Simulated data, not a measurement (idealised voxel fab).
process module | voxel transistor to metal
cross-section cut | 150 nm wide | cells 5 nm
A cross-section is a grid of square cells, given in bands from the top down. A band is one or more rows of cells.
Each band's line starts with the height of the band's top and of its bottom, in nm. Then come its materials from left to right, each with its width in nm. One material with "throughout" fills the band from edge to edge. "air" is empty space.
Height 0 is the level under which the wafer as received is all one material. The lowest band goes on downwards, as in "0 down".
A width such as "30 to 40" changes by the same amount from each row of cells to the next, from the band's top row to its bottom row.
"no change" after a step means that no cell of the cross-section changed.
closed voids: empty space of 8 cells or more with no open way to the top, each as width x height at its distance from the left edge, in nm
after a step's settings: what the simulator itself notes on the step
overlay nm, on a step with a mask: how far to the right of its planned place the mask lay; to the left if negative
plan
1 op RECEIVE | material Si
2 op OXIDIZE | depth nm 5
3 op CONFORMAL_DEP | material SiN | thk nm 15
4 op DIRECTIONAL_DEP | material aC | thk nm 15
5 op PATTERN | tone cover | mask id ACTIVE | material resist | width nm 95 | thk nm 30 | overlay nm 0
6 op DIRECTIONAL_ETCH | etch materials aC | depth nm 15
7 op STRIP | etch materials resist
8 op DIRECTIONAL_ETCH | etch materials SiN | depth nm 15
9 op DIRECTIONAL_ETCH | etch materials SiO2 | depth nm 5
10 op DIRECTIONAL_ETCH | etch materials Si | depth nm 35
11 op STRIP | etch materials aC
12 op OXIDIZE | depth nm 5
13 op FILL_DEP | material SiO2 | thk nm 5
14 op CMP | height nm 15
15 op SELECTIVE_ETCH | etch materials SiO2 | depth nm 5
16 op STRIP | etch materials SiN
17 op SELECTIVE_ETCH | etch materials SiO2 | depth nm 5
18 op OXIDIZE | depth nm 5
19 op DIRECTIONAL_DEP | material polySi | thk nm 25
20 op DIRECTIONAL_DEP | material SiCN | thk nm 15
21 op DIRECTIONAL_DEP | material aC | thk nm 10
22 op PATTERN | tone cover | mask id GATE | material resist | width nm 15 | thk nm 30 | overlay nm 0
23 op DIRECTIONAL_ETCH | etch materials aC | depth nm 10
24 op STRIP | etch materials resist
25 op DIRECTIONAL_ETCH | etch materials SiCN | depth nm 25
26 op DIRECTIONAL_ETCH | etch materials polySi | depth nm 35
27 op STRIP | etch materials aC
28 op CONFORMAL_DEP | material SiO2 | thk nm 5
29 op DIRECTIONAL_ETCH | etch materials SiO2 | depth nm 5
30 op CONFORMAL_DEP | material SiN | thk nm 10
31 op DIRECTIONAL_ETCH | etch materials SiN | depth nm 10
32 op DIRECTIONAL_ETCH | etch materials SiO2 | depth nm 5
33 op EPI | material SiGe | thk nm 5
34 op FILL_DEP | material SiO2 | thk nm 10
35 op CMP | height nm 35
36 op DIRECTIONAL_DEP | material SiO2 | thk nm 15
37 op MASKED_ETCH | tone open | mask id CONTACT | width nm 30 | pitch nm 55 | etch materials SiO2 | depth nm 55 | overlay nm 0
38 op CONFORMAL_DEP | material TiN | thk nm 5
39 op FILL_DEP | material W | thk nm 5
40 op CMP | height nm 50
41 op CONFORMAL_DEP | material SiN | thk nm 5
42 op DIRECTIONAL_DEP | material lowk | thk nm 15
43 op MASKED_ETCH | tone open | mask id METAL_1 | width nm 15 | pitch nm 70 | etch materials lowk | depth nm 15 | overlay nm 0
44 op MASKED_ETCH | tone open | mask id METAL_1 | width nm 15 | pitch nm 70 | etch materials SiN | depth nm 5 | overlay nm 0
45 op CONFORMAL_DEP | material TiN | thk nm 5
46 op FILL_DEP | material Cu | thk nm 5
47 op CMP | height nm 70
48 op CONFORMAL_DEP | material SiCN | thk nm 5
as received, after step 1
  0 down: Si throughout
  closed voids: none
first wafer at the end, as planned
  75 to 70: SiCN throughout
  70 to 55: lowk 30 | TiN 5 | Cu 5 | TiN 5 | lowk 55 | TiN 5 | Cu 5 | TiN 5 | lowk 35
  55 to 50: SiN 30 | TiN 15 | SiN 55 | TiN 15 | SiN 35
  50 to 40: SiO2 30 | TiN 5 | W 20 | TiN 5 | SiO2 25 | TiN 5 | W 20 | TiN 5 | SiO2 35
  40 to 35: SiO2 30 | TiN 5 | W 10 | TiN 15 | SiO2 25 | TiN 15 | W 10 | TiN 5 | SiO2 35
  35 to 20: SiO2 30 | TiN 5 | W 10 | TiN 5 | SiN 10 | SiO2 5 | SiCN 15 | SiO2 5 | SiN 10 | TiN 5 | W 10 | TiN 5 | SiO2 35
  20 to 10: SiO2 30 | TiN 5 | W 10 | TiN 5 | SiN 10 | SiO2 5 | polySi 15 | SiO2 5 | SiN 10 | TiN 5 | W 10 | TiN 5 | SiO2 35
  10 to 5: SiO2 30 | TiN 10 | W 5 | TiN 5 | SiN 10 | SiO2 5 | polySi 15 | SiO2 5 | SiN 10 | TiN 5 | W 5 | TiN 10 | SiO2 35
  5 to 0: SiO2 25 | SiN 10 | TiN 5 | W 5 | TiN 5 | SiN 10 | SiO2 5 | polySi 15 | SiO2 5 | SiN 10 | TiN 5 | W 5 | TiN 5 | SiN 10 | SiO2 30
  0 to -5: SiO2 25 | SiN 10 | TiN 15 | SiN 10 | SiO2 5 | polySi 15 | SiO2 5 | SiN 10 | TiN 15 | SiN 10 | SiO2 30
  -5 to -10: SiO2 35 | SiGe 15 | SiO2 45 | SiGe 15 | SiO2 40
  -10 to -45: SiO2 30 | Si 85 | SiO2 35
  -45 down: Si throughout
  closed voids: none
second wafer at the end: like start, like plan, one mistake
  75 to 70: SiCN throughout
  70 to 55: lowk 30 | TiN 5 | Cu 5 | TiN 5 | lowk 55 | TiN 5 | Cu 5 | TiN 5 | lowk 35
  55 to 50: SiN 30 | TiN 15 | SiN 55 | TiN 15 | SiN 35
  50 to 40: SiO2 20 | TiN 5 | W 20 | TiN 5 | SiO2 25 | TiN 5 | W 20 | TiN 5 | SiO2 45
  40 to 35: SiO2 20 | TiN 5 | W 20 | TiN 5 | SiO2 25 | TiN 30 | SiO2 45
  35 to 20: SiO2 20 | TiN 5 | W 20 | TiN 5 | SiN 10 | SiO2 5 | SiCN 15 | TiN 5 | SiN 10 | TiN 10 | SiO2 45
  20 to 10: SiO2 20 | TiN 5 | W 20 | TiN 5 | SiN 10 | SiO2 5 | polySi 15 | TiN 5 | SiN 10 | TiN 10 | SiO2 45
  10 to 5: SiO2 20 | TiN 20 | W 5 | TiN 5 | SiN 10 | SiO2 5 | polySi 15 | TiN 5 | SiN 10 | TiN 10 | SiO2 45
  5 to 0: SiO2 20 | TiN 5 | SiN 10 | TiN 5 | W 5 | TiN 5 | SiN 10 | SiO2 5 | polySi 15 | TiN 5 | SiN 10 | TiN 10 | SiO2 5 | SiN 10 | SiO2 30
  0 to -5: SiO2 20 | TiN 5 | SiN 10 | TiN 15 | SiN 10 | SiO2 5 | polySi 15 | TiN 5 | SiN 10 | TiN 10 | SiO2 5 | SiN 10 | SiO2 30
  -5 to -10: SiO2 35 | SiGe 15 | SiO2 45 | SiGe 15 | SiO2 40
  -10 to -45: SiO2 30 | Si 85 | SiO2 35
  -45 down: Si throughout
  closed voids: none
what went wrong: step 37 ran as: op MASKED_ETCH | tone open | mask id CONTACT | width nm 30 | pitch nm 55 | etch materials SiO2 | depth nm 55 | overlay nm -10
at the end the second wafer has, in cells: 8 fewer of SiO2 | 10 more of TiN | 2 fewer of W
